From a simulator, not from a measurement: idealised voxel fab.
Module name: voxel transistor to metal (process module)
The width of the displayed cross-section, cut, is 215 nm; its cells are square, with a size of 5 nm.
Just so we're on the same page, the cross-sections are grids of square cells, and they're listed out in bands top to bottom, each band one or more rows deep. Basically the band line says how high the top is and how high the bottom is, in nm, and then what's in it from left to right, every material with its width in nm. Empty space shows up as "empty", and if a single material carries "everywhere" it runs the full band edge to edge. Where do heights start? At 0: under that level the wafer as delivered is made of one material only. And the lowest band has no floor; it just carries on downward, as in "top 0, no bottom". A two-number width, for instance "30..40", indicates that the width is equal to the first number in the top row of the band and to the second number in the bottom row, and that it changes by a constant amount per row of cells. Any step labelled "nothing changed" changed none of the cells in the cross-section. "Closed internal voids" specifies each empty space that is not open to the top and that occupies no fewer than 8 cells, using the form width x height at distance, the distance measured from the left edge and all three quantities in nm. Past the settings on a step's line: simulator remark, on that step. overlay nm: how far to the right of its planned place the mask lay on this masked step (negative: to the left).

### These are the steps we planned for the process
1: RECEIVE [material Si]
2: CONFORMAL_DEP [material SiO2] [thk nm 5]
3: CONFORMAL_DEP [material SiN] [thk nm 10]
4: DIRECTIONAL_DEP [material aC] [thk nm 15]
5: PATTERN [tone cover] [mask id ACTIVE] [material resist] [width nm 115] [thk nm 30] [overlay nm 0]
6: DIRECTIONAL_ETCH [etch materials aC] [depth nm 15]
7: STRIP [etch materials resist]
8: DIRECTIONAL_ETCH [etch materials SiN] [depth nm 10]
9: DIRECTIONAL_ETCH [etch materials SiO2] [depth nm 5]
10: DIRECTIONAL_ETCH [etch materials Si] [depth nm 30]
11: STRIP [etch materials aC]
12: FILL_DEP [material SiO2] [thk nm 10]
13: CMP [height nm 15]
14: SELECTIVE_ETCH [etch materials SiO2] [depth nm 5]
15: STRIP [etch materials SiN]
16: SELECTIVE_ETCH [etch materials SiO2] [depth nm 5]
17: OXIDIZE [depth nm 5]
18: DIRECTIONAL_DEP [material polySi] [thk nm 30]
19: DIRECTIONAL_DEP [material SiCN] [thk nm 15]
20: MASKED_ETCH [tone cover] [mask id GATE] [width nm 35] [etch materials SiCN] [depth nm 25] [overlay nm 0]
21: MASKED_ETCH [tone cover] [mask id GATE] [width nm 35] [etch materials polySi] [depth nm 40] [overlay nm 0]
22: CONFORMAL_DEP [material SiO2] [thk nm 5]
23: DIRECTIONAL_ETCH [etch materials SiO2] [depth nm 5]
24: CONFORMAL_DEP [material SiN] [thk nm 5]
25: DIRECTIONAL_ETCH [etch materials SiN] [depth nm 5]
26: DIRECTIONAL_ETCH [etch materials SiO2] [depth nm 5]
27: DIRECTIONAL_ETCH [etch materials Si] [depth nm 15]
28: EPI [material pSi] [thk nm 20]
29: FILL_DEP [material SiO2] [thk nm 5]
30: CMP [height nm 30]
31: STRIP [etch materials polySi]
32: SELECTIVE_ETCH [etch materials SiO2] [depth nm 5]
33: CONFORMAL_DEP [material HfO2] [thk nm 5]
34: CONFORMAL_DEP [material TiN] [thk nm 5]
35: FILL_DEP [material W] [thk nm 5]
36: CMP [height nm 25]
37: DIRECTIONAL_DEP [material SiO2] [thk nm 10]
38: MASKED_ETCH [tone open] [mask id CONTACT] [width nm 20] [pitch nm 85] [etch materials SiO2] [depth nm 20] [overlay nm 0]
39: CONFORMAL_DEP [material TiN] [thk nm 5]
40: FILL_DEP [material W] [thk nm 5]
41: CMP [height nm 35]
42: DIRECTIONAL_DEP [material TiN] [thk nm 5]
43: DIRECTIONAL_DEP [material W] [thk nm 15]
44: MASKED_ETCH [tone cover] [mask id METAL_1] [width nm 20] [pitch nm 85] [etch materials W] [depth nm 15] [overlay nm 0]
45: MASKED_ETCH [tone cover] [mask id METAL_1] [width nm 20] [pitch nm 85] [etch materials TiN] [depth nm 5] [overlay nm 0]
46: FILL_DEP [material SiO2] [thk nm 5]
47: CMP [height nm 55]
48: CONFORMAL_DEP [material SiN] [thk nm 5]

### The following pertains to the first of two wafers, which was processed as planned

### Shown in cross-section is the wafer as received, that is, as it stands after step 1
    top 0, no bottom  Si everywhere
    Closed internal voids: none

### after step 2
    top 5, bottom 0  SiO2 everywhere
    Anything lower than 0 is untouched.

### after step 3
    top 15, bottom 5  SiN everywhere
    Anything lower than 5 is untouched.

### after step 4
    top 30, bottom 15  aC everywhere
    Anything lower than 15 is untouched.

### after step 5
    top 60, bottom 30  empty (50), then resist (115), then empty (50)
    Anything lower than 30 is untouched.

### after step 6
    top 45, bottom 30  empty (50), then resist (115), then empty (50)
    top 30, bottom 15  empty (50), then aC (115), then empty (50)
    Anything lower than 15 is untouched.

### after step 7
    top 30, bottom 15  empty (50), then aC (115), then empty (50)
    Anything lower than 15 is untouched.

### after step 8
    top 30, bottom 15  empty (50), then aC (115), then empty (50)
    top 15, bottom 5  empty (50), then SiN (115), then empty (50)
    Anything lower than 5 is untouched.

### after step 9
    top 30, bottom 15  empty (50), then aC (115), then empty (50)
    top 15, bottom 5  empty (50), then SiN (115), then empty (50)
    top 5, bottom 0  empty (50), then SiO2 (115), then empty (50)
    Anything lower than 0 is untouched.

### after step 10
    top 30, bottom 15  empty (50), then aC (115), then empty (50)
    top 15, bottom 5  empty (50), then SiN (115), then empty (50)
    top 5, bottom 0  empty (50), then SiO2 (115), then empty (50)
    top 0, bottom -30  empty (50), then Si (115), then empty (50)
    Anything lower than -30 is untouched.

### after step 11
    top 15, bottom 5  empty (50), then SiN (115), then empty (50)
    Anything lower than 5 is untouched.

### after step 12
    top 25, bottom 15  SiO2 everywhere
    top 15, bottom 5  SiO2 (50), then SiN (115), then SiO2 (50)
    top 5, bottom 0  SiO2 everywhere
    top 0, bottom -30  SiO2 (50), then Si (115), then SiO2 (50)
    Anything lower than -30 is untouched.

### after step 13
    top 15, bottom 5  SiO2 (50), then SiN (115), then SiO2 (50)
    Anything lower than 5 is untouched.

### after step 14
    top 15, bottom 10  empty (50), then SiN (115), then empty (50)
    Anything lower than 10 is untouched.

### after step 15
    top 10, bottom 5  SiO2 (50), then empty (115), then SiO2 (50)
    Anything lower than 5 is untouched.

### after step 16
    top 5, bottom 0  SiO2 (45), then empty (125), then SiO2 (45)
    Anything lower than 0 is untouched.

### after step 17
    top 5, bottom 0  SiO2 (45), then empty (125), then SiO2 (45)
    top 0, bottom -5  SiO2 everywhere
    Anything lower than -5 is untouched.

### after step 18
    top 35, bottom 30  polySi (45), then empty (125), then polySi (45)
    top 30, bottom 5  polySi everywhere
    top 5, bottom 0  SiO2 (45), then polySi (125), then SiO2 (45)
    Anything lower than 0 is untouched.

### after step 19
    top 50, bottom 45  SiCN (45), then empty (125), then SiCN (45)
    top 45, bottom 35  SiCN everywhere
    top 35, bottom 30  polySi (45), then SiCN (125), then polySi (45)
    Anything lower than 30 is untouched.

### after step 20
    top 45, bottom 35  empty (90), then SiCN (35), then empty (90)
    top 35, bottom 30  polySi (45), then empty (45), then SiCN (35), then empty (45), then polySi (45)
    Anything lower than 30 is untouched.

### after step 21
    top 45, bottom 30  empty (90), then SiCN (35), then empty (90)
    top 30, bottom 5  empty (90), then polySi (35), then empty (90)
    top 5, bottom 0  SiO2 (45), then empty (45), then polySi (35), then empty (45), then SiO2 (45)
    Anything lower than 0 is untouched.

### after step 22
    top 50, bottom 45  empty (85), then SiO2 (45), then empty (85)
    top 45, bottom 30  empty (85), then SiO2 (5), then SiCN (35), then SiO2 (5), then empty (85)
    top 30, bottom 10  empty (85), then SiO2 (5), then polySi (35), then SiO2 (5), then empty (85)
    top 10, bottom 5  SiO2 (50), then empty (35), then SiO2 (5), then polySi (35), then SiO2 (5), then empty (35), then SiO2 (50)
    top 5, bottom 0  SiO2 (90), then polySi (35), then SiO2 (90)
    Anything lower than 0 is untouched.

### after step 23
    top 45, bottom 30  empty (85), then SiO2 (5), then SiCN (35), then SiO2 (5), then empty (85)
    top 30, bottom 5  empty (85), then SiO2 (5), then polySi (35), then SiO2 (5), then empty (85)
    top 5, bottom 0  SiO2 (50), then empty (35), then SiO2 (5), then polySi (35), then SiO2 (5), then empty (35), then SiO2 (50)
    Anything lower than 0 is untouched.

### after step 24
    top 50, bottom 45  empty (80), then SiN (55), then empty (80)
    top 45, bottom 30  empty (80), then SiN (5), then SiO2 (5), then SiCN (35), then SiO2 (5), then SiN (5), then empty (80)
    top 30, bottom 10  empty (80), then SiN (5), then SiO2 (5), then polySi (35), then SiO2 (5), then SiN (5), then empty (80)
    top 10, bottom 5  SiN (55), then empty (25), then SiN (5), then SiO2 (5), then polySi (35), then SiO2 (5), then SiN (5), then empty (25), then SiN (55)
    top 5, bottom 0  SiO2 (50), then SiN (35), then SiO2 (5), then polySi (35), then SiO2 (5), then SiN (35), then SiO2 (50)
    Anything lower than 0 is untouched.

### after step 25
    top 45, bottom 30  empty (80), then SiN (5), then SiO2 (5), then SiCN (35), then SiO2 (5), then SiN (5), then empty (80)
    top 30, bottom 5  empty (80), then SiN (5), then SiO2 (5), then polySi (35), then SiO2 (5), then SiN (5), then empty (80)
    top 5, bottom 0  SiO2 (50), then SiN (5), then empty (25), then SiN (5), then SiO2 (5), then polySi (35), then SiO2 (5), then SiN (5), then empty (25), then SiN (5), then SiO2 (50)
    Anything lower than 0 is untouched.

### after step 26
    top 45, bottom 40  empty (80), then SiN (5), then empty (5), then SiCN (35), then empty (5), then SiN (5), then empty (80)
    top 40, bottom 30  empty (80), then SiN (5), then SiO2 (5), then SiCN (35), then SiO2 (5), then SiN (5), then empty (80)
    top 30, bottom 5  empty (80), then SiN (5), then SiO2 (5), then polySi (35), then SiO2 (5), then SiN (5), then empty (80)
    top 5, bottom 0  empty (50), then SiN (5), then empty (25), then SiN (5), then SiO2 (5), then polySi (35), then SiO2 (5), then SiN (5), then empty (25), then SiN (5), then empty (50)
    top 0, bottom -5  SiO2 (55), then empty (25), then SiO2 (55), then empty (25), then SiO2 (55)
    Anything lower than -5 is untouched.

### after step 27
    top 45, bottom 40  empty (80), then SiN (5), then empty (5), then SiCN (35), then empty (5), then SiN (5), then empty (80)
    top 40, bottom 30  empty (80), then SiN (5), then SiO2 (5), then SiCN (35), then SiO2 (5), then SiN (5), then empty (80)
    top 30, bottom 5  empty (80), then SiN (5), then SiO2 (5), then polySi (35), then SiO2 (5), then SiN (5), then empty (80)
    top 5, bottom 0  empty (50), then SiN (5), then empty (25), then SiN (5), then SiO2 (5), then polySi (35), then SiO2 (5), then SiN (5), then empty (25), then SiN (5), then empty (50)
    top 0, bottom -5  SiO2 (55), then empty (25), then SiO2 (55), then empty (25), then SiO2 (55)
    top -5, bottom -20  SiO2 (50), then Si (5), then empty (25), then Si (55), then empty (25), then Si (5), then SiO2 (50)
    Anything lower than -20 is untouched.

### after step 28
    top 45, bottom 40  empty (80), then SiN (5), then empty (5), then SiCN (35), then empty (5), then SiN (5), then empty (80)
    top 40, bottom 30  empty (80), then SiN (5), then SiO2 (5), then SiCN (35), then SiO2 (5), then SiN (5), then empty (80)
    top 30, bottom 15  empty (80), then SiN (5), then SiO2 (5), then polySi (35), then SiO2 (5), then SiN (5), then empty (80)
    top 15, bottom 5  empty (45), then pSi (35), then SiN (5), then SiO2 (5), then polySi (35), then SiO2 (5), then SiN (5), then pSi (35), then empty (45)
    top 5, bottom 0  empty (45), then pSi (5), then SiN (5), then pSi (25), then SiN (5), then SiO2 (5), then polySi (35), then SiO2 (5), then SiN (5), then pSi (25), then SiN (5), then pSi (5), then empty (45)
    top 0, bottom -5  SiO2 (55), then pSi (25), then SiO2 (55), then pSi (25), then SiO2 (55)
    top -5, bottom -20  SiO2 (50), then Si (5), then pSi (25), then Si (55), then pSi (25), then Si (5), then SiO2 (50)
    Anything lower than -20 is untouched.

### after step 29
    top 50, bottom 45  SiO2 everywhere
    top 45, bottom 30  SiO2 (80), then SiN (5), then SiO2 (5), then SiCN (35), then SiO2 (5), then SiN (5), then SiO2 (80)
    top 30, bottom 15  SiO2 (80), then SiN (5), then SiO2 (5), then polySi (35), then SiO2 (5), then SiN (5), then SiO2 (80)
    top 15, bottom 5  SiO2 (45), then pSi (35), then SiN (5), then SiO2 (5), then polySi (35), then SiO2 (5), then SiN (5), then pSi (35), then SiO2 (45)
    top 5, bottom 0  SiO2 (45), then pSi (5), then SiN (5), then pSi (25), then SiN (5), then SiO2 (5), then polySi (35), then SiO2 (5), then SiN (5), then pSi (25), then SiN (5), then pSi (5), then SiO2 (45)
    Anything lower than 0 is untouched.

### after step 30
    top 30, bottom 15  SiO2 (80), then SiN (5), then SiO2 (5), then polySi (35), then SiO2 (5), then SiN (5), then SiO2 (80)
    Anything lower than 15 is untouched.

### after step 31
    top 30, bottom 15  SiO2 (80), then SiN (5), then SiO2 (5), then empty (35), then SiO2 (5), then SiN (5), then SiO2 (80)
    top 15, bottom 5  SiO2 (45), then pSi (35), then SiN (5), then SiO2 (5), then empty (35), then SiO2 (5), then SiN (5), then pSi (35), then SiO2 (45)
    top 5, bottom 0  SiO2 (45), then pSi (5), then SiN (5), then pSi (25), then SiN (5), then SiO2 (5), then empty (35), then SiO2 (5), then SiN (5), then pSi (25), then SiN (5), then pSi (5), then SiO2 (45)
    Anything lower than 0 is untouched.

### after step 32
    top 30, bottom 25  empty (80), then SiN (5), then empty (45), then SiN (5), then empty (80)
    top 25, bottom 15  SiO2 (80), then SiN (5), then empty (45), then SiN (5), then SiO2 (80)
    top 15, bottom 5  SiO2 (45), then pSi (35), then SiN (5), then empty (45), then SiN (5), then pSi (35), then SiO2 (45)
    top 5, bottom 0  SiO2 (45), then pSi (5), then SiN (5), then pSi (25), then SiN (5), then empty (45), then SiN (5), then pSi (25), then SiN (5), then pSi (5), then SiO2 (45)
    top 0, bottom -5  SiO2 (55), then pSi (25), then SiO2 (5), then empty (45), then SiO2 (5), then pSi (25), then SiO2 (55)
    Anything lower than -5 is untouched.

### after step 33
    top 35, bottom 30  empty (75), then HfO2 (15), then empty (35), then HfO2 (15), then empty (75)
    top 30, bottom 25  HfO2 (80), then SiN (5), then HfO2 (5), then empty (35), then HfO2 (5), then SiN (5), then HfO2 (80)
    top 25, bottom 15  SiO2 (80), then SiN (5), then HfO2 (5), then empty (35), then HfO2 (5), then SiN (5), then SiO2 (80)
    top 15, bottom 5  SiO2 (45), then pSi (35), then SiN (5), then HfO2 (5), then empty (35), then HfO2 (5), then SiN (5), then pSi (35), then SiO2 (45)
    top 5, bottom 0  SiO2 (45), then pSi (5), then SiN (5), then pSi (25), then SiN (5), then HfO2 (5), then empty (35), then HfO2 (5), then SiN (5), then pSi (25), then SiN (5), then pSi (5), then SiO2 (45)
    top 0, bottom -5  SiO2 (55), then pSi (25), then SiO2 (5), then HfO2 (45), then SiO2 (5), then pSi (25), then SiO2 (55)
    Anything lower than -5 is untouched.

### after step 34
    top 40, bottom 35  empty (70), then TiN (25), then empty (25), then TiN (25), then empty (70)
    top 35, bottom 30  TiN (75), then HfO2 (15), then TiN (5), then empty (25), then TiN (5), then HfO2 (15), then TiN (75)
    top 30, bottom 25  HfO2 (80), then SiN (5), then HfO2 (5), then TiN (5), then empty (25), then TiN (5), then HfO2 (5), then SiN (5), then HfO2 (80)
    top 25, bottom 15  SiO2 (80), then SiN (5), then HfO2 (5), then TiN (5), then empty (25), then TiN (5), then HfO2 (5), then SiN (5), then SiO2 (80)
    top 15, bottom 5  SiO2 (45), then pSi (35), then SiN (5), then HfO2 (5), then TiN (5), then empty (25), then TiN (5), then HfO2 (5), then SiN (5), then pSi (35), then SiO2 (45)
    top 5, bottom 0  SiO2 (45), then pSi (5), then SiN (5), then pSi (25), then SiN (5), then HfO2 (5), then TiN (35), then HfO2 (5), then SiN (5), then pSi (25), then SiN (5), then pSi (5), then SiO2 (45)
    Anything lower than 0 is untouched.

### after step 35
    top 45, bottom 40  W everywhere
    top 40, bottom 35  W (70), then TiN (25), then W (25), then TiN (25), then W (70)
    top 35, bottom 30  TiN (75), then HfO2 (15), then TiN (5), then W (25), then TiN (5), then HfO2 (15), then TiN (75)
    top 30, bottom 25  HfO2 (80), then SiN (5), then HfO2 (5), then TiN (5), then W (25), then TiN (5), then HfO2 (5), then SiN (5), then HfO2 (80)
    top 25, bottom 15  SiO2 (80), then SiN (5), then HfO2 (5), then TiN (5), then W (25), then TiN (5), then HfO2 (5), then SiN (5), then SiO2 (80)
    top 15, bottom 5  SiO2 (45), then pSi (35), then SiN (5), then HfO2 (5), then TiN (5), then W (25), then TiN (5), then HfO2 (5), then SiN (5), then pSi (35), then SiO2 (45)
    Anything lower than 5 is untouched.

### after step 36
    top 25, bottom 15  SiO2 (80), then SiN (5), then HfO2 (5), then TiN (5), then W (25), then TiN (5), then HfO2 (5), then SiN (5), then SiO2 (80)
    Anything lower than 15 is untouched.

### after step 37
    top 35, bottom 25  SiO2 everywhere
    Anything lower than 25 is untouched.

### after step 38
    top 35, bottom 25  SiO2 (55), then empty (20), then SiO2 (65), then empty (20), then SiO2 (55)
    top 25, bottom 15  SiO2 (55), then empty (20), then SiO2 (5), then SiN (5), then HfO2 (5), then TiN (5), then W (25), then TiN (5), then HfO2 (5), then SiN (5), then SiO2 (5), then empty (20), then SiO2 (55)
    Anything lower than 15 is untouched.

### after step 39
    top 40, bottom 35  TiN (60), then empty (10), then TiN (75), then empty (10), then TiN (60)
    top 35, bottom 25  SiO2 (55), then TiN (5), then empty (10), then TiN (5), then SiO2 (65), then TiN (5), then empty (10), then TiN (5), then SiO2 (55)
    top 25, bottom 20  SiO2 (55), then TiN (5), then empty (10), then TiN (5), then SiO2 (5), then SiN (5), then HfO2 (5), then TiN (5), then W (25), then TiN (5), then HfO2 (5), then SiN (5), then SiO2 (5), then TiN (5), then empty (10), then TiN (5), then SiO2 (55)
    top 20, bottom 15  SiO2 (55), then TiN (20), then SiO2 (5), then SiN (5), then HfO2 (5), then TiN (5), then W (25), then TiN (5), then HfO2 (5), then SiN (5), then SiO2 (5), then TiN (20), then SiO2 (55)
    Anything lower than 15 is untouched.

### after step 40
    top 45, bottom 40  W everywhere
    top 40, bottom 35  TiN (60), then W (10), then TiN (75), then W (10), then TiN (60)
    top 35, bottom 25  SiO2 (55), then TiN (5), then W (10), then TiN (5), then SiO2 (65), then TiN (5), then W (10), then TiN (5), then SiO2 (55)
    top 25, bottom 20  SiO2 (55), then TiN (5), then W (10), then TiN (5), then SiO2 (5), then SiN (5), then HfO2 (5), then TiN (5), then W (25), then TiN (5), then HfO2 (5), then SiN (5), then SiO2 (5), then TiN (5), then W (10), then TiN (5), then SiO2 (55)
    Anything lower than 20 is untouched.

### after step 41
    top 35, bottom 25  SiO2 (55), then TiN (5), then W (10), then TiN (5), then SiO2 (65), then TiN (5), then W (10), then TiN (5), then SiO2 (55)
    Anything lower than 25 is untouched.

### after step 42
    top 40, bottom 35  TiN everywhere
    Anything lower than 35 is untouched.

### after step 43
    top 55, bottom 40  W everywhere
    Anything lower than 40 is untouched.

### after step 44
    top 55, bottom 40  empty (55), then W (20), then empty (65), then W (20), then empty (55)
    Anything lower than 40 is untouched.

### after step 45
    top 55, bottom 40  empty (55), then W (20), then empty (65), then W (20), then empty (55)
    top 40, bottom 35  empty (55), then TiN (20), then empty (65), then TiN (20), then empty (55)
    Anything lower than 35 is untouched.

### after step 46
    top 60, bottom 55  SiO2 everywhere
    top 55, bottom 40  SiO2 (55), then W (20), then SiO2 (65), then W (20), then SiO2 (55)
    top 40, bottom 35  SiO2 (55), then TiN (20), then SiO2 (65), then TiN (20), then SiO2 (55)
    Anything lower than 35 is untouched.

### after step 47
    top 55, bottom 40  SiO2 (55), then W (20), then SiO2 (65), then W (20), then SiO2 (55)
    Anything lower than 40 is untouched.

### after step 48
    top 60, bottom 55  SiN everywhere
    Anything lower than 55 is untouched.

### Now the other wafer: same start, same recipe, but we messed up one thing when running it. Up to and including step 30 it's the same as the first one

### Second wafer, cut view, end of step 31 per plan
    top 30, bottom 15  empty (80), then SiN (5), then empty (45), then SiN (5), then empty (80)
    top 15, bottom 5  empty (45), then pSi (35), then SiN (5), then empty (45), then SiN (5), then pSi (35), then empty (45)
    top 5, bottom 0  empty (45), then pSi (5), then SiN (5), then pSi (25), then SiN (5), then empty (45), then SiN (5), then pSi (25), then SiN (5), then pSi (5), then empty (45)
    top 0, bottom -5  empty (55), then pSi (25), then empty (55), then pSi (25), then empty (55)
    top -5, bottom -20  empty (50), then Si (5), then pSi (25), then Si (55), then pSi (25), then Si (5), then empty (50)
    top -20, bottom -30  empty (50), then Si (115), then empty (50)
    Anything lower than -30 is untouched.

Second wafer, cut view, end of step 32 per plan: nothing changed

### Second wafer, cut view, end of step 33 per plan
    top 35, bottom 30  empty (75), then HfO2 (15), then empty (35), then HfO2 (15), then empty (75)
    top 30, bottom 20  empty (75), then HfO2 (5), then SiN (5), then HfO2 (5), then empty (35), then HfO2 (5), then SiN (5), then HfO2 (5), then empty (75)
    top 20, bottom 15  empty (40), then HfO2 (40), then SiN (5), then HfO2 (5), then empty (35), then HfO2 (5), then SiN (5), then HfO2 (40), then empty (40)
    top 15, bottom 5  empty (40), then HfO2 (5), then pSi (35), then SiN (5), then HfO2 (5), then empty (35), then HfO2 (5), then SiN (5), then pSi (35), then HfO2 (5), then empty (40)
    top 5, bottom 0  empty (40), then HfO2 (5), then pSi (5), then SiN (5), then pSi (25), then SiN (5), then HfO2 (5), then empty (35), then HfO2 (5), then SiN (5), then pSi (25), then SiN (5), then pSi (5), then HfO2 (5), then empty (40)
    top 0, bottom -5  empty (40), then HfO2 (15), then pSi (25), then HfO2 (55), then pSi (25), then HfO2 (15), then empty (40)
    top -5, bottom -20  empty (45), then HfO2 (5), then Si (5), then pSi (25), then Si (55), then pSi (25), then Si (5), then HfO2 (5), then empty (45)
    top -20, bottom -25  empty (45), then HfO2 (5), then Si (115), then HfO2 (5), then empty (45)
    top -25, bottom -30  HfO2 (50), then Si (115), then HfO2 (50)
    Anything lower than -30 is untouched.

### Second wafer, cut view, end of step 34 per plan
    top 40, bottom 35  empty (70), then TiN (25), then empty (25), then TiN (25), then empty (70)
    top 35, bottom 30  empty (70), then TiN (5), then HfO2 (15), then TiN (5), then empty (25), then TiN (5), then HfO2 (15), then TiN (5), then empty (70)
    top 30, bottom 20  empty (70..35), then TiN (5..40), then HfO2 (5), then SiN (5), then HfO2 (5), then TiN (5), then empty (25), then TiN (5), then HfO2 (5), then SiN (5), then HfO2 (5), then TiN (5..40), then empty (70..35)
    top 20, bottom 15  empty (35), then TiN (5), then HfO2 (40), then SiN (5), then HfO2 (5), then TiN (5), then empty (25), then TiN (5), then HfO2 (5), then SiN (5), then HfO2 (40), then TiN (5), then empty (35)
    top 15, bottom 5  empty (35), then TiN (5), then HfO2 (5), then pSi (35), then SiN (5), then HfO2 (5), then TiN (5), then empty (25), then TiN (5), then HfO2 (5), then SiN (5), then pSi (35), then HfO2 (5), then TiN (5), then empty (35)
    top 5, bottom 0  empty (35), then TiN (5), then HfO2 (5), then pSi (5), then SiN (5), then pSi (25), then SiN (5), then HfO2 (5), then TiN (35), then HfO2 (5), then SiN (5), then pSi (25), then SiN (5), then pSi (5), then HfO2 (5), then TiN (5), then empty (35)
    top 0, bottom -5  empty (35), then TiN (5), then HfO2 (15), then pSi (25), then HfO2 (55), then pSi (25), then HfO2 (15), then TiN (5), then empty (35)
    top -5, bottom -10  empty (35), then TiN (10), then HfO2 (5), then Si (5), then pSi (25), then Si (55), then pSi (25), then Si (5), then HfO2 (5), then TiN (10), then empty (35)
    top -10, bottom -20  empty (40), then TiN (5), then HfO2 (5), then Si (5), then pSi (25), then Si (55), then pSi (25), then Si (5), then HfO2 (5), then TiN (5), then empty (40)
    top -20, bottom -25  TiN (45), then HfO2 (5), then Si (115), then HfO2 (5), then TiN (45)
    Anything lower than -25 is untouched.

### Second wafer, cut view, end of step 35 per plan
    top 45, bottom 40  W everywhere
    top 40, bottom 35  W (70), then TiN (25), then W (25), then TiN (25), then W (70)
    top 35, bottom 30  W (70), then TiN (5), then HfO2 (15), then TiN (5), then W (25), then TiN (5), then HfO2 (15), then TiN (5), then W (70)
    top 30, bottom 20  W (70..35), then TiN (5..40), then HfO2 (5), then SiN (5), then HfO2 (5), then TiN (5), then W (25), then TiN (5), then HfO2 (5), then SiN (5), then HfO2 (5), then TiN (5..40), then W (70..35)
    top 20, bottom 15  W (35), then TiN (5), then HfO2 (40), then SiN (5), then HfO2 (5), then TiN (5), then W (25), then TiN (5), then HfO2 (5), then SiN (5), then HfO2 (40), then TiN (5), then W (35)
    top 15, bottom 5  W (35), then TiN (5), then HfO2 (5), then pSi (35), then SiN (5), then HfO2 (5), then TiN (5), then W (25), then TiN (5), then HfO2 (5), then SiN (5), then pSi (35), then HfO2 (5), then TiN (5), then W (35)
    top 5, bottom 0  W (35), then TiN (5), then HfO2 (5), then pSi (5), then SiN (5), then pSi (25), then SiN (5), then HfO2 (5), then TiN (35), then HfO2 (5), then SiN (5), then pSi (25), then SiN (5), then pSi (5), then HfO2 (5), then TiN (5), then W (35)
    top 0, bottom -5  W (35), then TiN (5), then HfO2 (15), then pSi (25), then HfO2 (55), then pSi (25), then HfO2 (15), then TiN (5), then W (35)
    top -5, bottom -10  W (35), then TiN (10), then HfO2 (5), then Si (5), then pSi (25), then Si (55), then pSi (25), then Si (5), then HfO2 (5), then TiN (10), then W (35)
    top -10, bottom -20  W (40), then TiN (5), then HfO2 (5), then Si (5), then pSi (25), then Si (55), then pSi (25), then Si (5), then HfO2 (5), then TiN (5), then W (40)
    Anything lower than -20 is untouched.

### Second wafer, cut view, end of step 36 per plan
    top 25, bottom 15  W (35), then TiN (40..5), then HfO2 (5..40), then SiN (5), then HfO2 (5), then TiN (5), then W (25), then TiN (5), then HfO2 (5), then SiN (5), then HfO2 (5..40), then TiN (40..5), then W (35)
    Anything lower than 15 is untouched.

### Second wafer, cut view, end of step 37 per plan
    top 35, bottom 25  SiO2 everywhere
    Anything lower than 25 is untouched.

### Second wafer, cut view, end of step 38 per plan
    top 35, bottom 25  SiO2 (55), then empty (20), then SiO2 (65), then empty (20), then SiO2 (55)
    Anything lower than 25 is untouched.

### Second wafer, cut view, end of step 39 per plan
    top 40, bottom 35  TiN (60), then empty (10), then TiN (75), then empty (10), then TiN (60)
    top 35, bottom 30  SiO2 (55), then TiN (5), then empty (10), then TiN (5), then SiO2 (65), then TiN (5), then empty (10), then TiN (5), then SiO2 (55)
    top 30, bottom 25  SiO2 (55), then TiN (20), then SiO2 (65), then TiN (20), then SiO2 (55)
    Anything lower than 25 is untouched.

### Second wafer, cut view, end of step 40 per plan
    top 45, bottom 40  W everywhere
    top 40, bottom 35  TiN (60), then W (10), then TiN (75), then W (10), then TiN (60)
    top 35, bottom 30  SiO2 (55), then TiN (5), then W (10), then TiN (5), then SiO2 (65), then TiN (5), then W (10), then TiN (5), then SiO2 (55)
    Anything lower than 30 is untouched.

### Second wafer, cut view, end of step 41 per plan
    top 35, bottom 30  SiO2 (55), then TiN (5), then W (10), then TiN (5), then SiO2 (65), then TiN (5), then W (10), then TiN (5), then SiO2 (55)
    Anything lower than 30 is untouched.

### Second wafer, cut view, end of step 42 per plan
    top 40, bottom 35  TiN everywhere
    Anything lower than 35 is untouched.

### Second wafer, cut view, end of step 43 per plan
    top 55, bottom 40  W everywhere
    Anything lower than 40 is untouched.

### Second wafer, cut view, end of step 44 per plan
    top 55, bottom 40  empty (55), then W (20), then empty (65), then W (20), then empty (55)
    Anything lower than 40 is untouched.

### Second wafer, cut view, end of step 45 per plan
    top 55, bottom 40  empty (55), then W (20), then empty (65), then W (20), then empty (55)
    top 40, bottom 35  empty (55), then TiN (20), then empty (65), then TiN (20), then empty (55)
    Anything lower than 35 is untouched.

### Second wafer, cut view, end of step 46 per plan
    top 60, bottom 55  SiO2 everywhere
    top 55, bottom 40  SiO2 (55), then W (20), then SiO2 (65), then W (20), then SiO2 (55)
    top 40, bottom 35  SiO2 (55), then TiN (20), then SiO2 (65), then TiN (20), then SiO2 (55)
    Anything lower than 35 is untouched.

### Second wafer, cut view, end of step 47 per plan
    top 55, bottom 40  SiO2 (55), then W (20), then SiO2 (65), then W (20), then SiO2 (55)
    Anything lower than 40 is untouched.

### Second wafer, cut view, end of step 48 per plan
    top 60, bottom 55  SiN everywhere
    Anything lower than 55 is untouched.
Short version of what went wrong: step 31 ran differently from the plan; actual operation with settings: STRIP [etch materials SiO2]
Final difference in cells, second wafer against first, listed per material as more or fewer: HfO2: 60 more | SiO2: 226 fewer | TiN: 44 more | W: 122 more
